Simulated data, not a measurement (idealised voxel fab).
The name of this process module is voxel transistor to metal.
We display cut, a cross-section 190 nm in width whose square cells are each 5 nm.
This document writes a cross-section as a grid whose cells are square, and gives it as bands, listed from the top down; one or more rows of cells form a band. Band: top and bottom heights (nm) first, top before bottom; then materials from left to right, widths in nm. "everywhere" marks a sole material filling the band edge to edge. "air" denotes empty space. Beneath 0, the wafer as received is one material, and that level is where height counting begins. The lowest band goes on downward without a bottom; it is written like "z 0 and below". Top row gets the first number, bottom row gets the second, and each row in between changes by the same step: that is how a band width like "30 to 40" works. "no change" for a step: no cell of the cross-section changed in that step. "Tabulated closed voids": empty spaces of 8 cells or more with no open way to the top, each given as width x height at distance, distance from the left edge, all in nm. If you see something after the settings on a step's line, that's the simulator's own remark about that step. You can add "overlay nm" to a step's line. For a step with a mask, it describes how far the mask lay to the right of its planned position, and a negative number describes a lay to the left.
Set out below are the planned steps of the process:
1,RECEIVE with material Si
2,OXIDIZE with depth nm 5
3,CONFORMAL_DEP with material SiN, thk nm 15
4,PATTERN with tone cover, mask id ACTIVE, material resist, width nm 105, thk nm 20, overlay nm 0
5,DIRECTIONAL_ETCH with etch materials SiN, depth nm 15
6,DIRECTIONAL_ETCH with etch materials SiO2, depth nm 5
7,DIRECTIONAL_ETCH with etch materials Si, depth nm 30
8,STRIP with etch materials resist
9,FILL_DEP with material SiO2, thk nm 10
10,CMP with height nm 15
11,SELECTIVE_ETCH with etch materials SiO2, depth nm 5
12,STRIP with etch materials SiN
13,SELECTIVE_ETCH with etch materials SiO2, depth nm 5
14,OXIDIZE with depth nm 5
15,DIRECTIONAL_DEP with material polySi, thk nm 30
16,DIRECTIONAL_DEP with material SiCN, thk nm 15
17,DIRECTIONAL_DEP with material aC, thk nm 10
18,PATTERN with tone cover, mask id GATE, material resist, width nm 35, thk nm 25, overlay nm 0
19,DIRECTIONAL_ETCH with etch materials aC, depth nm 10
20,STRIP with etch materials resist
21,DIRECTIONAL_ETCH with etch materials SiCN, depth nm 25
22,DIRECTIONAL_ETCH with etch materials polySi, depth nm 40
23,STRIP with etch materials aC
24,CONFORMAL_DEP with material SiO2, thk nm 5
25,DIRECTIONAL_ETCH with etch materials SiO2, depth nm 5
26,CONFORMAL_DEP with material SiN, thk nm 10
27,DIRECTIONAL_ETCH with etch materials SiN, depth nm 10
28,DIRECTIONAL_ETCH with etch materials SiO2, depth nm 5
29,DIRECTIONAL_ETCH with etch materials Si, depth nm 10
30,EPI with material pSi, thk nm 15
31,FILL_DEP with material SiO2, thk nm 10
32,CMP with height nm 25
33,STRIP with etch materials polySi
34,SELECTIVE_ETCH with etch materials SiO2, depth nm 5
35,CONFORMAL_DEP with material HfO2, thk nm 5
36,CONFORMAL_DEP with material TiN, thk nm 5
37,FILL_DEP with material W, thk nm 10
38,CMP with height nm 20
39,DIRECTIONAL_DEP with material SiO2, thk nm 10
40,MASKED_ETCH with tone open, mask id CONTACT, width nm 15, pitch nm 80, etch materials SiO2, depth nm 25, overlay nm 0
41,CONFORMAL_DEP with material TiN, thk nm 5
42,FILL_DEP with material Ru, thk nm 5
43,CMP with height nm 30
44,DIRECTIONAL_DEP with material TiN, thk nm 5
45,DIRECTIONAL_DEP with material W, thk nm 15
46,DIRECTIONAL_DEP with material aC, thk nm 10
47,PATTERN with tone cover, mask id METAL_1, material resist, width nm 15, pitch nm 80, thk nm 25, overlay nm 0
48,DIRECTIONAL_ETCH with etch materials aC, depth nm 10
49,STRIP with etch materials resist
50,DIRECTIONAL_ETCH with etch materials W, depth nm 15
51,DIRECTIONAL_ETCH with etch materials TiN, depth nm 5
52,STRIP with etch materials aC
53,FILL_DEP with material lowk, thk nm 5
54,CMP with height nm 50
55,CONFORMAL_DEP with material SiCN, thk nm 5
For clarity, it should be stated that the wafers under discussion commence in an identical condition and differ with respect to the width nm of step 40, the plan indicating the value that the first wafer had.
Step 1 complete: as-received cross-section of the first of several wafers:
	z 0 and below | Si everywhere
	Tabulated closed voids: none
Here's the first of several wafers in cross-section, end of the module, after the last step, step 55:
	z 55 to 50 | SiCN everywhere
	z 50 to 35 | lowk=45; W=15; lowk=65; W=15; lowk=50
	z 35 to 30 | lowk=45; TiN=15; lowk=65; TiN=15; lowk=50
	z 30 to 20 | SiO2=45; TiN=5; Ru=5; TiN=5; SiO2=65; TiN=5; Ru=5; TiN=5; SiO2=50
	z 20 to 10 | SiO2=45; TiN=5; Ru=5; TiN=5; SiN=10; HfO2=5; TiN=5; W=25; TiN=5; HfO2=5; SiN=10; TiN=5; Ru=5; TiN=5; SiO2=50
	z 10 to 5 | SiO2=45; TiN=15; SiN=10; HfO2=5; TiN=5; W=25; TiN=5; HfO2=5; SiN=10; TiN=15; SiO2=50
	z 5 to 0 | SiO2=40; SiN=10; pSi=10; SiN=10; HfO2=5; TiN=5; W=25; TiN=5; HfO2=5; SiN=10; pSi=10; SiN=10; SiO2=45
	z 0 to -5 | SiO2=40; SiN=10; pSi=10; SiN=10; HfO2=5; TiN=35; HfO2=5; SiN=10; pSi=10; SiN=10; SiO2=45
	z -5 to -10 | SiO2=50; pSi=10; SiO2=10; HfO2=45; SiO2=10; pSi=10; SiO2=55
	z -10 to -20 | SiO2=40; Si=10; pSi=10; Si=65; pSi=10; Si=10; SiO2=45
	z -20 to -35 | SiO2=40; Si=105; SiO2=45
	z -35 and below | Si everywhere
	Tabulated closed voids: none
Showing the last wafer in cross-section at the end of the module:
	z 55 to 50 | SiCN everywhere
	z 50 to 35 | lowk=45; W=15; lowk=65; W=15; lowk=50
	z 35 to 30 | lowk=45; TiN=15; lowk=65; TiN=15; lowk=50
	z 30 to 20 | SiO2=40; TiN=5; Ru=20 to 10; TiN=5 to 15; SiO2=50; TiN=5 to 10; Ru=20 to 15; TiN=5; SiO2=40
	z 20 to 10 | SiO2=40; TiN=5; Ru=10; TiN=5; SiN=10; HfO2=5; TiN=5; W=25; TiN=5; HfO2=5; SiN=10; TiN=5; Ru=15; TiN=5; SiO2=40
	z 10 to 5 | SiO2=40; TiN=20; SiN=10; HfO2=5; TiN=5; W=25; TiN=5; HfO2=5; SiN=10; TiN=25; SiO2=40
	z 5 to 0 | SiO2=40; SiN=10; pSi=10; SiN=10; HfO2=5; TiN=5; W=25; TiN=5; HfO2=5; SiN=10; pSi=10; SiN=10; SiO2=45
	z 0 to -5 | SiO2=40; SiN=10; pSi=10; SiN=10; HfO2=5; TiN=35; HfO2=5; SiN=10; pSi=10; SiN=10; SiO2=45
	z -5 to -10 | SiO2=50; pSi=10; SiO2=10; HfO2=45; SiO2=10; pSi=10; SiO2=55
	z -10 to -20 | SiO2=40; Si=10; pSi=10; Si=65; pSi=10; Si=10; SiO2=45
	z -20 to -35 | SiO2=40; Si=105; SiO2=45
	z -35 and below | Si everywhere
	Tabulated closed voids: none
Where each wafer stands at the end of the module, a row apiece: cells of each material gained (+) or lost (-) since it was received, then closed voids:
width nm 15; +19 HfO2; +8 Ru; -169 Si; +38 SiCN; +28 SiN; +265 SiO2; +43 TiN; +38 W; +128 lowk; +20 pSi; Tabulated closed voids: none
width nm 20; +19 HfO2; +13 Ru; -169 Si; +38 SiCN; +28 SiN; +258 SiO2; +45 TiN; +38 W; +128 lowk; +20 pSi; Tabulated closed voids: none
width nm 25; +19 HfO2; +18 Ru; -169 Si; +38 SiCN; +28 SiN; +251 SiO2; +47 TiN; +38 W; +128 lowk; +20 pSi; Tabulated closed voids: none
width nm 30; +19 HfO2; +23 Ru; -169 Si; +38 SiCN; +28 SiN; +244 SiO2; +49 TiN; +38 W; +128 lowk; +20 pSi; Tabulated closed voids: none
